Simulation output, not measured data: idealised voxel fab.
Documented hereafter: the process module known as voxel transistor to metal.
Section shown: cut. Width: 295 nm. Cell size: 5 nm, square.
Throughout this document, each cross-section is represented as a grid of square cells and is presented as a sequence of bands enumerated from the top downward, where a band comprises one or more rows of cells.
First you get the band's top height and its bottom height, in nm, and then the materials it's made of, left to right, with each width in nm. If you see a single material with "all across", that one covers the band edge to edge. "blank" is empty space.
Convention: height 0 is the level below which the wafer, as received, is all one material. The lowest band does not terminate at the bottom but continues downward, represented as "from 0 down".
The width entry "30..40" should be interpreted row by row: the top row of cells in the band takes the first number, the bottom row takes the second number, and the change between adjacent rows is uniform throughout.
Key: "nothing different" - step with no changed cell in the cross-section.
"Unvented cavities" specifies each empty space that is not open to the top and that occupies no fewer than 8 cells, using the form width x height at distance, the distance measured from the left edge and all three quantities in nm.
Whatever follows a step's settings on its line is a remark the simulator itself makes about that step.
overlay nm: for a step with a mask, the amount by which the mask lay right of where it was planned; a negative amount means left of it.
Pairs, read this way: before one process step on the one hand, after it on the other, the after cross-section ending at the lowest band that changed; the step between, settings included, beneath. Same starting wafer throughout, but possibly different runs of this module, so no pair continues from the pair above unless its entry headed "Pre-process state" says so.

-- Pre-process state
    from 130 to 100  35 nm resist, then 15 nm blank, then 110 nm resist, then 15 nm blank, then 120 nm resist
    from 100 to 85  35 nm aC, then 15 nm blank, then 110 nm aC, then 15 nm blank, then 120 nm aC
    from 85 to 80  35 nm SiO2, then 15 nm blank, then 110 nm SiO2, then 15 nm blank, then 120 nm SiO2
    from 80 to 65  35 nm SiO2, then 15 nm aC, then 110 nm SiO2, then 15 nm aC, then 120 nm SiO2
    from 65 to 55  SiO2 all across
    from 55 to 50  SiCN all across
    from 50 to 30  35 nm SiO2, then 15 nm W, then 65 nm SiO2, then 15 nm W, then 30 nm SiO2, then 15 nm W, then 65 nm SiO2, then 15 nm W, then 40 nm SiO2
    from 30 to 25  35 nm SiO2, then 15 nm TiN, then 65 nm SiO2, then 15 nm TiN, then 30 nm SiO2, then 15 nm TiN, then 65 nm SiO2, then 15 nm TiN, then 40 nm SiO2
    from 25 to 15  35 nm SiO2, then 5 nm TiN, then 5 nm W, then 5 nm TiN, then 65 nm SiO2, then 5 nm TiN, then 5 nm W, then 5 nm TiN, then 30 nm SiO2, then 5 nm TiN, then 5 nm W, then 5 nm TiN, then 65 nm SiO2, then 5 nm TiN, then 5 nm W, then 5 nm TiN, then 40 nm SiO2
    from 15 to 10  35 nm SiO2, then 5 nm TiN, then 5 nm W, then 5 nm TiN, then 10 nm SiO2, then 10 nm SiN, then 5 nm HfO2, then 5 nm TiN, then 10 nm W, then 5 nm TiN, then 5 nm HfO2, then 10 nm SiN, then 5 nm SiO2, then 5 nm TiN, then 5 nm W, then 5 nm TiN, then 30 nm SiO2, then 5 nm TiN, then 5 nm W, then 5 nm TiN, then 10 nm SiO2, then 10 nm SiN, then 5 nm HfO2, then 5 nm TiN, then 10 nm W, then 5 nm TiN, then 5 nm HfO2, then 10 nm SiN, then 5 nm SiO2, then 5 nm TiN, then 5 nm W, then 5 nm TiN, then 40 nm SiO2
    from 10 to 5  35 nm SiO2, then 15 nm TiN, then 10 nm SiO2, then 10 nm SiN, then 5 nm HfO2, then 5 nm TiN, then 10 nm W, then 5 nm TiN, then 5 nm HfO2, then 10 nm SiN, then 5 nm SiO2, then 15 nm TiN, then 30 nm SiO2, then 15 nm TiN, then 10 nm SiO2, then 10 nm SiN, then 5 nm HfO2, then 5 nm TiN, then 10 nm W, then 5 nm TiN, then 5 nm HfO2, then 10 nm SiN, then 5 nm SiO2, then 15 nm TiN, then 40 nm SiO2
    from 5 to 0  35 nm SiO2, then 10 nm TiN, then 15 nm nSi, then 10 nm SiN, then 5 nm HfO2, then 5 nm TiN, then 10 nm W, then 5 nm TiN, then 5 nm HfO2, then 10 nm SiN, then 15 nm nSi, then 5 nm TiN, then 30 nm SiO2, then 10 nm TiN, then 15 nm nSi, then 10 nm SiN, then 5 nm HfO2, then 5 nm TiN, then 10 nm W, then 5 nm TiN, then 5 nm HfO2, then 10 nm SiN, then 15 nm nSi, then 5 nm TiN, then 40 nm SiO2
    from 0 to -5  25 nm SiO2, then 10 nm SiN, then 10 nm TiN, then 15 nm nSi, then 10 nm SiN, then 5 nm HfO2, then 20 nm TiN, then 5 nm HfO2, then 10 nm SiN, then 15 nm nSi, then 5 nm TiN, then 10 nm SiN, then 10 nm SiO2, then 10 nm SiN, then 10 nm TiN, then 15 nm nSi, then 10 nm SiN, then 5 nm HfO2, then 20 nm TiN, then 5 nm HfO2, then 10 nm SiN, then 15 nm nSi, then 5 nm TiN, then 10 nm SiN, then 30 nm SiO2
    from -5 to -10  35 nm SiO2, then 25 nm nSi, then 5 nm SiO2, then 40 nm HfO2, then 5 nm SiO2, then 20 nm nSi, then 30 nm SiO2, then 25 nm nSi, then 5 nm SiO2, then 40 nm HfO2, then 5 nm SiO2, then 20 nm nSi, then 40 nm SiO2
    from -10 to -20  35 nm SiO2, then 25 nm nSi, then 50 nm Si, then 20 nm nSi, then 30 nm SiO2, then 25 nm nSi, then 50 nm Si, then 20 nm nSi, then 40 nm SiO2
    from -20 to -45  35 nm SiO2, then 95 nm Si, then 30 nm SiO2, then 95 nm Si, then 40 nm SiO2
    from -45 down  Si all across
    Unvented cavities: none

-- Sectional Result
    from 115 to 100  35 nm resist, then 15 nm blank, then 110 nm resist, then 15 nm blank, then 120 nm resist
    from 100 to 85  35 nm aC, then 15 nm blank, then 110 nm aC, then 15 nm blank, then 120 nm aC
    from 85 to 65  35 nm SiO2, then 15 nm blank, then 110 nm SiO2, then 15 nm blank, then 120 nm SiO2
    Beneath the level 65, the cross-section is identical to its previous state.
    Unvented cavities: none
Transition step, before and after shown above: DIRECTIONAL_ETCH (etch materials aC; depth nm 15)

Pre-process state: The structure entering this step is exactly what the pair just above shows after its step.

-- Sectional Result
    from 100 to 85  35 nm aC, then 15 nm blank, then 110 nm aC, then 15 nm blank, then 120 nm aC
    Beneath the level 85, the cross-section is identical to its previous state.
    Unvented cavities: none
Transition step, before and after shown above: STRIP (etch materials resist)

Pre-process state: The structure entering this step is exactly what the pair just above shows after its step.

-- Sectional Result
    from 100 to 85  35 nm aC, then 15 nm blank, then 110 nm aC, then 15 nm blank, then 120 nm aC
    from 85 to 55  35 nm SiO2, then 15 nm blank, then 110 nm SiO2, then 15 nm blank, then 120 nm SiO2
    Beneath the level 55, the cross-section is identical to its previous state.
    Unvented cavities: none
Transition step, before and after shown above: DIRECTIONAL_ETCH (etch materials SiO2; depth nm 10)

Pre-process state: The structure entering this step is exactly what the pair just above shows after its step.

-- Sectional Result
    from 100 to 85  35 nm aC, then 15 nm blank, then 110 nm aC, then 15 nm blank, then 120 nm aC
    from 85 to 55  35 nm SiO2, then 15 nm blank, then 110 nm SiO2, then 15 nm blank, then 120 nm SiO2
    from 55 to 50  35 nm SiCN, then 15 nm blank, then 110 nm SiCN, then 15 nm blank, then 120 nm SiCN
    Beneath the level 50, the cross-section is identical to its previous state.
    Unvented cavities: none
Transition step, before and after shown above: DIRECTIONAL_ETCH (etch materials SiCN; depth nm 5)

Pre-process state: The structure entering this step is exactly what the pair just above shows after its step.

-- Sectional Result
    from 85 to 55  35 nm SiO2, then 15 nm blank, then 110 nm SiO2, then 15 nm blank, then 120 nm SiO2
    Beneath the level 55, the cross-section is identical to its previous state.
    Unvented cavities: none
Transition step, before and after shown above: STRIP (etch materials aC)

Pre-process state: The structure entering this step is exactly what the pair just above shows after its step.

-- Sectional Result
    from 90 to 85  40 nm TiN, then 5 nm blank, then 120 nm TiN, then 5 nm blank, then 125 nm TiN
    from 85 to 55  35 nm SiO2, then 5 nm TiN, then 5 nm blank, then 5 nm TiN, then 110 nm SiO2, then 5 nm TiN, then 5 nm blank, then 5 nm TiN, then 120 nm SiO2
    from 55 to 50  35 nm SiCN, then 15 nm TiN, then 110 nm SiCN, then 15 nm TiN, then 120 nm SiCN
    Beneath the level 50, the cross-section is identical to its previous state.
    Unvented cavities: none
Transition step, before and after shown above: CONFORMAL_DEP (material TiN; thk nm 5)

Pre-process state: The structure entering this step is exactly what the pair just above shows after its step.

-- Sectional Result
    from 100 to 90  Ru all across
    from 90 to 85  40 nm TiN, then 5 nm Ru, then 120 nm TiN, then 5 nm Ru, then 125 nm TiN
    from 85 to 55  35 nm SiO2, then 5 nm TiN, then 5 nm Ru, then 5 nm TiN, then 110 nm SiO2, then 5 nm TiN, then 5 nm Ru, then 5 nm TiN, then 120 nm SiO2
    Beneath the level 55, the cross-section is identical to its previous state.
    Unvented cavities: none
Transition step, before and after shown above: FILL_DEP (material Ru; thk nm 10)

Pre-process state: The structure entering this step is exactly what the pair just above shows after its step.

-- Sectional Result
    from 85 to 55  35 nm SiO2, then 5 nm TiN, then 5 nm Ru, then 5 nm TiN, then 110 nm SiO2, then 5 nm TiN, then 5 nm Ru, then 5 nm TiN, then 120 nm SiO2
    Beneath the level 55, the cross-section is identical to its previous state.
    Unvented cavities: none
Transition step, before and after shown above: CMP (height nm 85)

Pre-process state: The structure entering this step is exactly what the pair just above shows after its step.

-- Sectional Result
    from 90 to 85  SiN all across
    Beneath the level 85, the cross-section is identical to its previous state.
    Unvented cavities: none
Transition step, before and after shown above: CONFORMAL_DEP (material SiN; thk nm 5)

-- Pre-process state
    from 10 to 0  SiN all across
    from 0 to -5  SiO2 all across
    from -5 down  Si all across
    Unvented cavities: none

-- Sectional Result
    from 10 to 0  20 nm blank, then 105 nm SiN, then 20 nm blank, then 105 nm SiN, then 45 nm blank
    Beneath the level 0, the cross-section is identical to its previous state.
    Unvented cavities: none
Transition step, before and after shown above: MASKED_ETCH (tone cover; mask id ACTIVE; width nm 105; pitch nm 125; etch materials SiN; depth nm 10; overlay nm -10)

Pre-process state: The structure entering this step is exactly what the pair just above shows after its step.

-- Sectional Result
    from 10 to 0  20 nm blank, then 105 nm SiN, then 20 nm blank, then 105 nm SiN, then 45 nm blank
    from 0 to -5  20 nm blank, then 115 nm SiO2, then 10 nm blank, then 115 nm SiO2, then 35 nm blank
    Beneath the level -5, the cross-section is identical to its previous state.
    Unvented cavities: none
Transition step, before and after shown above: MASKED_ETCH (tone cover; mask id ACTIVE; width nm 105; pitch nm 125; etch materials SiO2; depth nm 5; overlay nm 0)

Pre-process state: The structure entering this step is exactly what the pair just above shows after its step.

-- Sectional Result
    from 10 to 0  20 nm blank, then 105 nm SiN, then 20 nm blank, then 105 nm SiN, then 45 nm blank
    from 0 to -5  20 nm blank, then 115 nm SiO2, then 10 nm blank, then 115 nm SiO2, then 35 nm blank
    from -5 to -40  20 nm blank, then 115 nm Si, then 10 nm blank, then 115 nm Si, then 35 nm blank
    Beneath the level -40, the cross-section is identical to its previous state.
    Unvented cavities: none
Transition step, before and after shown above: MASKED_ETCH (tone cover; mask id ACTIVE; width nm 105; pitch nm 125; etch materials Si; depth nm 35; overlay nm 0)

Pre-process state: The structure entering this step is exactly what the pair just above shows after its step.

-- Sectional Result
    from 10 to 0  20 nm blank, then 105 nm SiN, then 20 nm blank, then 105 nm SiN, then 45 nm blank
    from 0 to -5  20 nm blank, then 115 nm SiO2, then 10 nm blank, then 115 nm SiO2, then 35 nm blank
    from -5 to -40  20 nm blank, then 5 nm SiO2, then 105 nm Si, then 5 nm SiO2, then 10 nm blank, then 5 nm SiO2, then 105 nm Si, then 5 nm SiO2, then 35 nm blank
    from -40 to -45  25 nm SiO2, then 105 nm Si, then 20 nm SiO2, then 105 nm Si, then 40 nm SiO2
    Beneath the level -45, the cross-section is identical to its previous state.
    Unvented cavities: none
Transition step, before and after shown above: OXIDIZE (depth nm 5)

Pre-process state: The structure entering this step is exactly what the pair just above shows after its step.

-- Sectional Result
    from 20 to 10  SiO2 all across
    from 10 to 0  20 nm SiO2, then 105 nm SiN, then 20 nm SiO2, then 105 nm SiN, then 45 nm SiO2
    from 0 to -5  SiO2 all across
    from -5 to -45  25 nm SiO2, then 105 nm Si, then 20 nm SiO2, then 105 nm Si, then 40 nm SiO2
    Beneath the level -45, the cross-section is identical to its previous state.
    Unvented cavities: none
Transition step, before and after shown above: FILL_DEP (material SiO2; thk nm 10)

Pre-process state: The structure entering this step is exactly what the pair just above shows after its step.

-- Sectional Result
    from 10 to 0  20 nm SiO2, then 105 nm SiN, then 20 nm SiO2, then 105 nm SiN, then 45 nm SiO2
    Beneath the level 0, the cross-section is identical to its previous state.
    Unvented cavities: none
Transition step, before and after shown above: CMP (height nm 10)

Pre-process state: The structure entering this step is exactly what the pair just above shows after its step.

-- Sectional Result
    from 10 to 5  20 nm blank, then 105 nm SiN, then 20 nm blank, then 105 nm SiN, then 45 nm blank
    Beneath the level 5, the cross-section is identical to its previous state.
    Unvented cavities: none
Transition step, before and after shown above: SELECTIVE_ETCH (etch materials SiO2; depth nm 5)

Pre-process state: The structure entering this step is exactly what the pair just above shows after its step.

-- Sectional Result
    from 5 to 0  20 nm SiO2, then 105 nm blank, then 20 nm SiO2, then 105 nm blank, then 45 nm SiO2
    Beneath the level 0, the cross-section is identical to its previous state.
    Unvented cavities: none
Transition step, before and after shown above: STRIP (etch materials SiN)

Pre-process state: The structure entering this step is exactly what the pair just above shows after its step.

-- Sectional Result
    from 0 to -5  15 nm SiO2, then 115 nm blank, then 10 nm SiO2, then 115 nm blank, then 40 nm SiO2
    Beneath the level -5, the cross-section is identical to its previous state.
    Unvented cavities: none
Transition step, before and after shown above: SELECTIVE_ETCH (etch materials SiO2; depth nm 5)

Pre-process state: The structure entering this step is exactly what the pair just above shows after its step.

-- Sectional Result
    from 0 to -5  15 nm SiO2, then 115 nm blank, then 10 nm SiO2, then 115 nm blank, then 40 nm SiO2
    from -5 to -10  SiO2 all across
    Beneath the level -10, the cross-section is identical to its previous state.
    Unvented cavities: none
Transition step, before and after shown above: OXIDIZE (depth nm 5)

Pre-process state: The structure entering this step is exactly what the pair just above shows after its step.

-- Sectional Result
    from 25 to 20  15 nm polySi, then 115 nm blank, then 10 nm polySi, then 115 nm blank, then 40 nm polySi
    from 20 to 0  polySi all across
    from 0 to -5  15 nm SiO2, then 115 nm polySi, then 10 nm SiO2, then 115 nm polySi, then 40 nm SiO2
    Beneath the level -5, the cross-section is identical to its previous state.
    Unvented cavities: none
Transition step, before and after shown above: DIRECTIONAL_DEP (material polySi; thk nm 25)

Pre-process state: The structure entering this step is exactly what the pair just above shows after its step.

-- Sectional Result
    from 35 to 30  15 nm SiCN, then 115 nm blank, then 10 nm SiCN, then 115 nm blank, then 40 nm SiCN
    from 30 to 25  SiCN all across
    from 25 to 20  15 nm polySi, then 115 nm SiCN, then 10 nm polySi, then 115 nm SiCN, then 40 nm polySi
    Beneath the level 20, the cross-section is identical to its previous state.
    Unvented cavities: none
Transition step, before and after shown above: DIRECTIONAL_DEP (material SiCN; thk nm 10)

Pre-process state: The structure entering this step is exactly what the pair just above shows after its step.

-- Sectional Result
    from 45 to 40  15 nm aC, then 115 nm blank, then 10 nm aC, then 115 nm blank, then 40 nm aC
    from 40 to 35  aC all across
    from 35 to 30  15 nm SiCN, then 115 nm aC, then 10 nm SiCN, then 115 nm aC, then 40 nm SiCN
    Beneath the level 30, the cross-section is identical to its previous state.
    Unvented cavities: none
Transition step, before and after shown above: DIRECTIONAL_DEP (material aC; thk nm 10)

Pre-process state: The structure entering this step is exactly what the pair just above shows after its step.

-- Sectional Result
    from 70 to 45  65 nm blank, then 35 nm resist, then 90 nm blank, then 35 nm resist, then 70 nm blank
    from 45 to 40  15 nm aC, then 50 nm blank, then 35 nm resist, then 30 nm blank, then 10 nm aC, then 50 nm blank, then 35 nm resist, then 30 nm blank, then 40 nm aC
    Beneath the level 40, the cross-section is identical to its previous state.
    Unvented cavities: none
Transition step, before and after shown above: PATTERN (tone cover; mask id GATE; material resist; width nm 35; pitch nm 125; thk nm 25; overlay nm 0)

Pre-process state: The structure entering this step is exactly what the pair just above shows after its step.

-- Sectional Result
    from 60 to 40  65 nm blank, then 35 nm resist, then 90 nm blank, then 35 nm resist, then 70 nm blank
    from 40 to 35  65 nm blank, then 35 nm aC, then 90 nm blank, then 35 nm aC, then 70 nm blank
    from 35 to 30  15 nm SiCN, then 50 nm blank, then 35 nm aC, then 30 nm blank, then 10 nm SiCN, then 50 nm blank, then 35 nm aC, then 30 nm blank, then 40 nm SiCN
    Beneath the level 30, the cross-section is identical to its previous state.
    Unvented cavities: none
Transition step, before and after shown above: DIRECTIONAL_ETCH (etch materials aC; depth nm 10)

Pre-process state: The structure entering this step is exactly what the pair just above shows after its step.

-- Sectional Result
    from 40 to 35  65 nm blank, then 35 nm aC, then 90 nm blank, then 35 nm aC, then 70 nm blank
    Beneath the level 35, the cross-section is identical to its previous state.
    Unvented cavities: none
Transition step, before and after shown above: STRIP (etch materials resist)

Pre-process state: The structure entering this step is exactly what the pair just above shows after its step.

-- Sectional Result
    from 40 to 30  65 nm blank, then 35 nm aC, then 90 nm blank, then 35 nm aC, then 70 nm blank
    from 30 to 25  65 nm blank, then 35 nm SiCN, then 90 nm blank, then 35 nm SiCN, then 70 nm blank
    from 25 to 20  15 nm polySi, then 50 nm blank, then 35 nm SiCN, then 30 nm blank, then 10 nm polySi, then 50 nm blank, then 35 nm SiCN, then 30 nm blank, then 40 nm polySi
    Beneath the level 20, the cross-section is identical to its previous state.
    Unvented cavities: none
Transition step, before and after shown above: DIRECTIONAL_ETCH (etch materials SiCN; depth nm 20)

Pre-process state: The structure entering this step is exactly what the pair just above shows after its step.

-- Sectional Result
    from 40 to 30  65 nm blank, then 35 nm aC, then 90 nm blank, then 35 nm aC, then 70 nm blank
    from 30 to 20  65 nm blank, then 35 nm SiCN, then 90 nm blank, then 35 nm SiCN, then 70 nm blank
    from 20 to 0  65 nm blank, then 35 nm polySi, then 90 nm blank, then 35 nm polySi, then 70 nm blank
    from 0 to -5  15 nm SiO2, then 50 nm blank, then 35 nm polySi, then 30 nm blank, then 10 nm SiO2, then 50 nm blank, then 35 nm polySi, then 30 nm blank, then 40 nm SiO2
    Beneath the level -5, the cross-section is identical to its previous state.
    Unvented cavities: none
Transition step, before and after shown above: DIRECTIONAL_ETCH (etch materials polySi; depth nm 35)

Pre-process state: The structure entering this step is exactly what the pair just above shows after its step.

-- Sectional Result
    from 30 to 20  65 nm blank, then 35 nm SiCN, then 90 nm blank, then 35 nm SiCN, then 70 nm blank
    Beneath the level 20, the cross-section is identical to its previous state.
    Unvented cavities: none
Transition step, before and after shown above: STRIP (etch materials aC)

Pre-process state: The structure entering this step is exactly what the pair just above shows after its step.

-- Sectional Result
    from 40 to 30  55 nm blank, then 55 nm SiN, then 70 nm blank, then 55 nm SiN, then 60 nm blank
    from 30 to 20  55 nm blank, then 10 nm SiN, then 35 nm SiCN, then 10 nm SiN, then 70 nm blank, then 10 nm SiN, then 35 nm SiCN, then 10 nm SiN, then 60 nm blank
    from 20 to 10  55 nm blank, then 10 nm SiN, then 35 nm polySi, then 10 nm SiN, then 70 nm blank, then 10 nm SiN, then 35 nm polySi, then 10 nm SiN, then 60 nm blank
    from 10 to 5  25 nm SiN, then 30 nm blank, then 10 nm SiN, then 35 nm polySi, then 10 nm SiN, then 10 nm blank, then 30 nm SiN, then 30 nm blank, then 10 nm SiN, then 35 nm polySi, then 10 nm SiN, then 10 nm blank, then 50 nm SiN
    from 5 to 0  65 nm SiN, then 35 nm polySi, then 90 nm SiN, then 35 nm polySi, then 70 nm SiN
    from 0 to -5  15 nm SiO2, then 50 nm SiN, then 35 nm polySi, then 30 nm SiN, then 10 nm SiO2, then 50 nm SiN, then 35 nm polySi, then 30 nm SiN, then 40 nm SiO2
    Beneath the level -5, the cross-section is identical to its previous state.
    Unvented cavities: none
Transition step, before and after shown above: CONFORMAL_DEP (material SiN; thk nm 10)

Pre-process state: The structure entering this step is exactly what the pair just above shows after its step.

-- Sectional Result
    from 30 to 20  55 nm blank, then 10 nm SiN, then 35 nm SiCN, then 10 nm SiN, then 70 nm blank, then 10 nm SiN, then 35 nm SiCN, then 10 nm SiN, then 60 nm blank
    from 20 to 0  55 nm blank, then 10 nm SiN, then 35 nm polySi, then 10 nm SiN, then 70 nm blank, then 10 nm SiN, then 35 nm polySi, then 10 nm SiN, then 60 nm blank
    from 0 to -5  15 nm SiO2, then 10 nm SiN, then 30 nm blank, then 10 nm SiN, then 35 nm polySi, then 10 nm SiN, then 10 nm blank, then 10 nm SiN, then 10 nm SiO2, then 10 nm SiN, then 30 nm blank, then 10 nm SiN, then 35 nm polySi, then 10 nm SiN, then 10 nm blank, then 10 nm SiN, then 40 nm SiO2
    Beneath the level -5, the cross-section is identical to its previous state.
    Unvented cavities: none
Transition step, before and after shown above: DIRECTIONAL_ETCH (etch materials SiN; depth nm 10)

Pre-process state: The structure entering this step is exactly what the pair just above shows after its step.

-- Sectional Result
    from 30 to 20  55 nm blank, then 10 nm SiN, then 35 nm SiCN, then 10 nm SiN, then 70 nm blank, then 10 nm SiN, then 35 nm SiCN, then 10 nm SiN, then 60 nm blank
    from 20 to 0  55 nm blank, then 10 nm SiN, then 35 nm polySi, then 10 nm SiN, then 70 nm blank, then 10 nm SiN, then 35 nm polySi, then 10 nm SiN, then 60 nm blank
    from 0 to -5  15 nm blank, then 10 nm SiN, then 30 nm blank, then 10 nm SiN, then 35 nm polySi, then 10 nm SiN, then 10 nm blank, then 10 nm SiN, then 10 nm blank, then 10 nm SiN, then 30 nm blank, then 10 nm SiN, then 35 nm polySi, then 10 nm SiN, then 10 nm blank, then 10 nm SiN, then 40 nm blank
    from -5 to -10  25 nm SiO2, then 30 nm blank, then 55 nm SiO2, then 10 nm blank, then 30 nm SiO2, then 30 nm blank, then 55 nm SiO2, then 10 nm blank, then 50 nm SiO2
    Beneath the level -10, the cross-section is identical to its previous state.
    Unvented cavities: none
Transition step, before and after shown above: DIRECTIONAL_ETCH (etch materials SiO2; depth nm 5)

Pre-process state: The structure entering this step is exactly what the pair just above shows after its step.

-- Sectional Result
    from 30 to 20  55 nm blank, then 10 nm SiN, then 35 nm SiCN, then 10 nm SiN, then 70 nm blank, then 10 nm SiN, then 35 nm SiCN, then 10 nm SiN, then 60 nm blank
    from 20 to 0  55 nm blank, then 10 nm SiN, then 35 nm polySi, then 10 nm SiN, then 70 nm blank, then 10 nm SiN, then 35 nm polySi, then 10 nm SiN, then 60 nm blank
    from 0 to -5  15 nm blank, then 10 nm SiN, then 30 nm blank, then 10 nm SiN, then 35 nm polySi, then 10 nm SiN, then 10 nm blank, then 10 nm SiN, then 10 nm blank, then 10 nm SiN, then 30 nm blank, then 10 nm SiN, then 35 nm polySi, then 10 nm SiN, then 10 nm blank, then 10 nm SiN, then 40 nm blank
    from -5 to -10  25 nm SiO2, then 30 nm blank, then 55 nm SiO2, then 10 nm blank, then 30 nm SiO2, then 30 nm blank, then 55 nm SiO2, then 10 nm blank, then 50 nm SiO2
    from -10 to -20  25 nm SiO2, then 30 nm blank, then 55 nm Si, then 10 nm blank, then 10 nm Si, then 20 nm SiO2, then 30 nm blank, then 55 nm Si, then 10 nm blank, then 10 nm Si, then 40 nm SiO2
    Beneath the level -20, the cross-section is identical to its previous state.
    Unvented cavities: none
Transition step, before and after shown above: DIRECTIONAL_ETCH (etch materials Si; depth nm 10)

Pre-process state: The structure entering this step is exactly what the pair just above shows after its step.

-- Sectional Result
    from 30 to 20  55 nm blank, then 10 nm SiN, then 35 nm SiCN, then 10 nm SiN, then 70 nm blank, then 10 nm SiN, then 35 nm SiCN, then 10 nm SiN, then 60 nm blank
    from 20 to 5  55 nm blank, then 10 nm SiN, then 35 nm polySi, then 10 nm SiN, then 70 nm blank, then 10 nm SiN, then 35 nm polySi, then 10 nm SiN, then 60 nm blank
    from 5 to 0  40 nm blank, then 15 nm nSi, then 10 nm SiN, then 35 nm polySi, then 10 nm SiN, then 15 nm nSi, then 40 nm blank, then 15 nm nSi, then 10 nm SiN, then 35 nm polySi, then 10 nm SiN, then 15 nm nSi, then 45 nm blank
    from 0 to -5  15 nm blank, then 10 nm SiN, then 15 nm blank, then 15 nm nSi, then 10 nm SiN, then 35 nm polySi, then 10 nm SiN, then 10 nm nSi, then 10 nm SiN, then 10 nm blank, then 10 nm SiN, then 15 nm blank, then 15 nm nSi, then 10 nm SiN, then 35 nm polySi, then 10 nm SiN, then 10 nm nSi, then 10 nm SiN, then 40 nm blank
    from -5 to -10  25 nm SiO2, then 30 nm nSi, then 55 nm SiO2, then 10 nm nSi, then 30 nm SiO2, then 30 nm nSi, then 55 nm SiO2, then 10 nm nSi, then 50 nm SiO2
    from -10 to -20  25 nm SiO2, then 30 nm nSi, then 55 nm Si, then 10 nm nSi, then 10 nm Si, then 20 nm SiO2, then 30 nm nSi, then 55 nm Si, then 10 nm nSi, then 10 nm Si, then 40 nm SiO2
    Beneath the level -20, the cross-section is identical to its previous state.
    Unvented cavities: none
Transition step, before and after shown above: EPI (material nSi; thk nm 15)

Pre-process state: The structure entering this step is exactly what the pair just above shows after its step.

-- Sectional Result
    from 35 to 30  SiO2 all across
    from 30 to 20  55 nm SiO2, then 10 nm SiN, then 35 nm SiCN, then 10 nm SiN, then 70 nm SiO2, then 10 nm SiN, then 35 nm SiCN, then 10 nm SiN, then 60 nm SiO2
    from 20 to 5  55 nm SiO2, then 10 nm SiN, then 35 nm polySi, then 10 nm SiN, then 70 nm SiO2, then 10 nm SiN, then 35 nm polySi, then 10 nm SiN, then 60 nm SiO2
    from 5 to 0  40 nm SiO2, then 15 nm nSi, then 10 nm SiN, then 35 nm polySi, then 10 nm SiN, then 15 nm nSi, then 40 nm SiO2, then 15 nm nSi, then 10 nm SiN, then 35 nm polySi, then 10 nm SiN, then 15 nm nSi, then 45 nm SiO2
    from 0 to -5  15 nm SiO2, then 10 nm SiN, then 15 nm SiO2, then 15 nm nSi, then 10 nm SiN, then 35 nm polySi, then 10 nm SiN, then 10 nm nSi, then 10 nm SiN, then 10 nm SiO2, then 10 nm SiN, then 15 nm SiO2, then 15 nm nSi, then 10 nm SiN, then 35 nm polySi, then 10 nm SiN, then 10 nm nSi, then 10 nm SiN, then 40 nm SiO2
    Beneath the level -5, the cross-section is identical to its previous state.
    Unvented cavities: none
Transition step, before and after shown above: FILL_DEP (material SiO2; thk nm 5)

Pre-process state: The structure entering this step is exactly what the pair just above shows after its step.

-- Sectional Result
    from 20 to 5  55 nm SiO2, then 10 nm SiN, then 35 nm polySi, then 10 nm SiN, then 70 nm SiO2, then 10 nm SiN, then 35 nm polySi, then 10 nm SiN, then 60 nm SiO2
    Beneath the level 5, the cross-section is identical to its previous state.
    Unvented cavities: none
Transition step, before and after shown above: CMP (height nm 20)

Pre-process state: The structure entering this step is exactly what the pair just above shows after its step.

-- Sectional Result
    from 20 to 5  55 nm SiO2, then 10 nm SiN, then 35 nm blank, then 10 nm SiN, then 70 nm SiO2, then 10 nm SiN, then 35 nm blank, then 10 nm SiN, then 60 nm SiO2
    from 5 to 0  40 nm SiO2, then 15 nm nSi, then 10 nm SiN, then 35 nm blank, then 10 nm SiN, then 15 nm nSi, then 40 nm SiO2, then 15 nm nSi, then 10 nm SiN, then 35 nm blank, then 10 nm SiN, then 15 nm nSi, then 45 nm SiO2
    from 0 to -5  15 nm SiO2, then 10 nm SiN, then 15 nm SiO2, then 15 nm nSi, then 10 nm SiN, then 35 nm blank, then 10 nm SiN, then 10 nm nSi, then 10 nm SiN, then 10 nm SiO2, then 10 nm SiN, then 15 nm SiO2, then 15 nm nSi, then 10 nm SiN, then 35 nm blank, then 10 nm SiN, then 10 nm nSi, then 10 nm SiN, then 40 nm SiO2
    Beneath the level -5, the cross-section is identical to its previous state.
    Unvented cavities: none
Transition step, before and after shown above: STRIP (etch materials polySi)

Pre-process state: The structure entering this step is exactly what the pair just above shows after its step.

-- Sectional Result
    from 20 to 15  55 nm blank, then 10 nm SiN, then 35 nm blank, then 10 nm SiN, then 70 nm blank, then 10 nm SiN, then 35 nm blank, then 10 nm SiN, then 60 nm blank
    from 15 to 5  55 nm SiO2, then 10 nm SiN, then 35 nm blank, then 10 nm SiN, then 70 nm SiO2, then 10 nm SiN, then 35 nm blank, then 10 nm SiN, then 60 nm SiO2
    from 5 to 0  40 nm SiO2, then 15 nm nSi, then 10 nm SiN, then 35 nm blank, then 10 nm SiN, then 15 nm nSi, then 40 nm SiO2, then 15 nm nSi, then 10 nm SiN, then 35 nm blank, then 10 nm SiN, then 15 nm nSi, then 45 nm SiO2
    from 0 to -5  15 nm SiO2, then 10 nm SiN, then 15 nm SiO2, then 15 nm nSi, then 10 nm SiN, then 35 nm blank, then 10 nm SiN, then 10 nm nSi, then 10 nm SiN, then 10 nm SiO2, then 10 nm SiN, then 15 nm SiO2, then 15 nm nSi, then 10 nm SiN, then 35 nm blank, then 10 nm SiN, then 10 nm nSi, then 10 nm SiN, then 40 nm SiO2
    from -5 to -10  25 nm SiO2, then 30 nm nSi, then 5 nm SiO2, then 45 nm blank, then 5 nm SiO2, then 10 nm nSi, then 30 nm SiO2, then 30 nm nSi, then 5 nm SiO2, then 45 nm blank, then 5 nm SiO2, then 10 nm nSi, then 50 nm SiO2
    Beneath the level -10, the cross-section is identical to its previous state.
    Unvented cavities: none
Transition step, before and after shown above: SELECTIVE_ETCH (etch materials SiO2; depth nm 5)
